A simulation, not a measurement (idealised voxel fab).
voxel gate over fins: a process module
The cross-section shown here is cut; it is 170 nm wide and divided into square cells measuring 5 nm on a side.
Format of a cross-section: grid, square cells. Given as bands. Order: top down. Band: one or more rows of cells. Quick guide to a band line: top height, bottom height (nm) up front; then every material left to right with its width in nm. Only one material and it's marked "all across"? Then it fills the band edge to edge. And "blank" just means empty space. Below 0: as-received wafer, all one material; heights counted from there. Lowest band: no bottom, goes on down, written "top 0, no bottom". The two numbers in a width such as "30 to 40" mark its ends across the band: the first belongs to the top row of cells, the second to the bottom row, and from each row to the next the width moves by the same amount. "everything unchanged", as given for a step, is the statement that not any cell of the cross-section underwent a change during that step. The entry titled "Voids, enclosed" provides the empty spaces that have no open way to the top, restricted to those of 8 cells or more. Each is presented as width x height at distance, the distance being measured from the left edge, with all three in nm. Post-settings text on a step line: simulator's own remark regarding the step. overlay nm, on a step with a mask: how far to the right of its planned place the mask lay; to the left if negative.
Set out below are the planned steps of the process
1: RECEIVE (material Si)
2: CONFORMAL_DEP (material SiN; thk nm 10)
3: DIRECTIONAL_DEP (material aC; thk nm 10)
4: PATTERN (tone cover; mask id FINS; material resist; width nm 15; pitch nm 60; thk nm 30; overlay nm 0)
5: DIRECTIONAL_ETCH (etch materials aC; depth nm 10)
6: STRIP (etch materials resist)
7: DIRECTIONAL_ETCH (etch materials SiN; depth nm 10)
8: DIRECTIONAL_ETCH (etch materials Si; depth nm 35)
9: STRIP (etch materials aC)
10: OXIDIZE (depth nm 5)
11: FILL_DEP (material SiO2; thk nm 5)
12: CMP (height nm 10)
13: DIRECTIONAL_DEP (material aC; thk nm 15)
14: PATTERN (tone open; mask id RAIL; material resist; width nm 15; thk nm 30; overlay nm 0)
15: DIRECTIONAL_ETCH (etch materials aC; depth nm 15)
16: STRIP (etch materials resist)
17: DIRECTIONAL_ETCH (etch materials SiO2; depth nm 40)
18: STRIP (etch materials aC)
19: CONFORMAL_DEP (material TiN; thk nm 5)
20: FILL_DEP (material Ru; thk nm 10)
21: CMP (height nm 10)
22: SELECTIVE_ETCH (etch materials W Ru TiN; depth nm 30)
23: FILL_DEP (material SiO2; thk nm 5)
24: CMP (height nm 10)
25: SELECTIVE_ETCH (etch materials SiO2; depth nm 25)
26: STRIP (etch materials SiN)
27: CONFORMAL_DEP (material HfO2; thk nm 5)
28: CONFORMAL_DEP (material TiN; thk nm 5)
29: CONFORMAL_DEP (material TiAl; thk nm 5)
30: CONFORMAL_DEP (material TiN; thk nm 5)
31: FILL_DEP (material W; thk nm 15)
32: CMP (height nm 30)
33: CONFORMAL_DEP (material SiCN; thk nm 5)
Wafer cross-section on receipt, i.e. after step 1
  top 0, no bottom: Si all across
  Voids, enclosed: none
First wafer of two, sectioned at end of module; run went per plan
  top 35, bottom 30: SiCN all across
  top 30, bottom 20: W all across
  top 20, bottom 15: 30 nm W  45 nm TiN  15 nm W  45 nm TiN  35 nm W
  top 15, bottom 10: 30 nm W  5 nm TiN  35 nm TiAl  5 nm TiN  15 nm W  5 nm TiN  35 nm TiAl  5 nm TiN  35 nm W
  top 10, bottom 5: 30 nm W  5 nm TiN  5 nm TiAl  25 nm TiN  5 nm TiAl  5 nm TiN  15 nm W  5 nm TiN  5 nm TiAl  25 nm TiN  5 nm TiAl  5 nm TiN  35 nm W
  top 5, bottom 0: 35 nm TiN  5 nm TiAl  5 nm TiN  15 nm HfO2  5 nm TiN  5 nm TiAl  25 nm TiN  5 nm TiAl  5 nm TiN  15 nm HfO2  5 nm TiN  5 nm TiAl  40 nm TiN
  top 0, bottom -5: 40 nm TiAl  5 nm TiN  5 nm HfO2  5 nm Si  5 nm HfO2  5 nm TiN  35 nm TiAl  5 nm TiN  5 nm HfO2  5 nm Si  5 nm HfO2  5 nm TiN  45 nm TiAl
  top -5, bottom -10: 45 nm TiN  5 nm HfO2  5 nm Si  5 nm HfO2  45 nm TiN  5 nm HfO2  5 nm Si  5 nm HfO2  50 nm TiN
  top -10, bottom -15: 50 nm HfO2  5 nm Si  55 nm HfO2  5 nm Si  55 nm HfO2
  top -15, bottom -20: 50 nm SiO2  5 nm Si  55 nm SiO2  5 nm Si  55 nm SiO2
  top -20, bottom -25: 50 nm SiO2  5 nm Si  20 nm SiO2  5 nm TiN  5 nm Ru  5 nm TiN  20 nm SiO2  5 nm Si  55 nm SiO2
  top -25, bottom -30: 50 nm SiO2  5 nm Si  20 nm SiO2  15 nm TiN  20 nm SiO2  5 nm Si  55 nm SiO2
  top -30, bottom -40: 50 nm SiO2  5 nm Si  55 nm SiO2  5 nm Si  55 nm SiO2
  top -40, no bottom: Si all across
  Voids, enclosed: none
Cross-section, wafer two of two, end of module: same start and plan as wafer one, one error in execution
  top 35, bottom 30: SiCN all across
  top 30, bottom 20: W all across
  top 20, bottom 15: 30 nm W  45 nm TiAl  15 nm W  45 nm TiAl  35 nm W
  top 15, bottom 5: 30 nm W  5 nm TiAl  35 nm TiN  5 nm TiAl  15 nm W  5 nm TiAl  35 nm TiN  5 nm TiAl  35 nm W
  top 5, bottom 0: 35 nm TiAl  10 nm TiN  15 nm HfO2  10 nm TiN  25 nm TiAl  10 nm TiN  15 nm HfO2  10 nm TiN  40 nm TiAl
  top 0, bottom -10: 45 nm TiN  5 nm HfO2  5 nm Si  5 nm HfO2  45 nm TiN  5 nm HfO2  5 nm Si  5 nm HfO2  50 nm TiN
  top -10, bottom -15: 50 nm HfO2  5 nm Si  55 nm HfO2  5 nm Si  55 nm HfO2
  top -15, bottom -20: 50 nm SiO2  5 nm Si  55 nm SiO2  5 nm Si  55 nm SiO2
  top -20, bottom -25: 50 nm SiO2  5 nm Si  20 nm SiO2  5 nm TiN  5 nm Ru  5 nm TiN  20 nm SiO2  5 nm Si  55 nm SiO2
  top -25, bottom -30: 50 nm SiO2  5 nm Si  20 nm SiO2  15 nm TiN  20 nm SiO2  5 nm Si  55 nm SiO2
  top -30, bottom -40: 50 nm SiO2  5 nm Si  55 nm SiO2  5 nm Si  55 nm SiO2
  top -40, no bottom: Si all across
  Voids, enclosed: none
Processing error: mixed up steps 29 and 30 - ran each in the other's place
By the end, you'd get the same cell count for each material on either wafer, but the second wafer puts them somewhere else.
